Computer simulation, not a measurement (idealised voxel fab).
The document below concerns the process module designated voxel air gaps.
Cross-section cut: width 275 nm, square cells of 5 nm.
Cross-section, as written here: a square-cell grid given band by band from the top down, where a band holds one or more rows of cells.
First you get the band's top height and its bottom height, in nm, and then the materials it's made of, left to right, with each width in nm. If you see a single material with "full width", that one covers the band edge to edge. "blank" is empty space.
We count height from 0. Below that, the starting wafer is all one material. The lowest band never ends at the bottom but goes on down; see "from 0 down" for how that is written.
A width such as "30 to 40" changes by the same amount from each row of cells to the next, from the band's top row to its bottom row.
Step note "no modification" = no cross-section cell changed.
Empty spaces counting at least 8 cells and having no open way to the top are listed in "Catalogued sealed voids". The notation width x height at distance is used for each, the distance being from the left edge and all three values in nm.
If you see something after the settings on a step's line, that's the simulator's own remark about that step.
The setting "overlay nm" may be written on the line of a step. When the step uses a mask, the value reports how far to the right of the planned place the mask lay, and a negative value reports that it lay to the left.
# This section lists the process steps that were planned
- 1: RECEIVE [material Si]
- 2: CONFORMAL_DEP [material SiO2] [thk nm 10]
- 3: CONFORMAL_DEP [material SiCN] [thk nm 5]
- 4: DIRECTIONAL_DEP [material SiO2] [thk nm 40]
- 5: DIRECTIONAL_DEP [material aC] [thk nm 10]
- 6: PATTERN [tone open] [mask id LINES] [material resist] [width nm 25] [pitch nm 55] [thk nm 30] [overlay nm 0]
- 7: DIRECTIONAL_ETCH [etch materials aC] [depth nm 10]
- 8: STRIP [etch materials resist]
- 9: DIRECTIONAL_ETCH [etch materials SiO2] [depth nm 40]
- 10: STRIP [etch materials aC]
- 11: CONFORMAL_DEP [material TiN] [thk nm 5]
- 12: FILL_DEP [material Ru] [thk nm 10]
- 13: CMP [height nm 45]
- 14: EPI [material Ru] [thk nm 10]
- 15: SELECTIVE_ETCH [etch materials SiO2] [depth nm 50]
- 16: CONFORMAL_DEP [material SiCN] [thk nm 5]
Wafer-to-wafer difference: height nm, step 13. Common start. Plan = first wafer's value.
# As-received state after step 1, first of several wafers, cross-section
	from 0 down = Si full width
	Catalogued sealed voids: none
# Below, a row for every wafer. Read it as the end-of-module picture: for each material the wafer shows its cells gained (+) or lost (-) since it was received, and then its closed voids
height nm 45; +99 Ru; +182 SiCN; +110 SiO2; +45 TiN; Catalogued sealed voids: 20 x 20 at 100; 20 x 20 at 155
height nm 50; +108 Ru; +188 SiCN; +110 SiO2; +51 TiN; Catalogued sealed voids: 20 x 25 at 100; 20 x 25 at 155
height nm 55; +117 Ru; +194 SiCN; +110 SiO2; +57 TiN; Catalogued sealed voids: 20 x 30 at 100; 20 x 30 at 155
height nm 60; +182 Ru; +110 SiCN; +430 SiO2; +103 TiN; Catalogued sealed voids: none
height nm 65; +237 Ru; +110 SiCN; +430 SiO2; +103 TiN; Catalogued sealed voids: none
height nm 70; +292 Ru; +110 SiCN; +430 SiO2; +103 TiN; Catalogued sealed voids: none
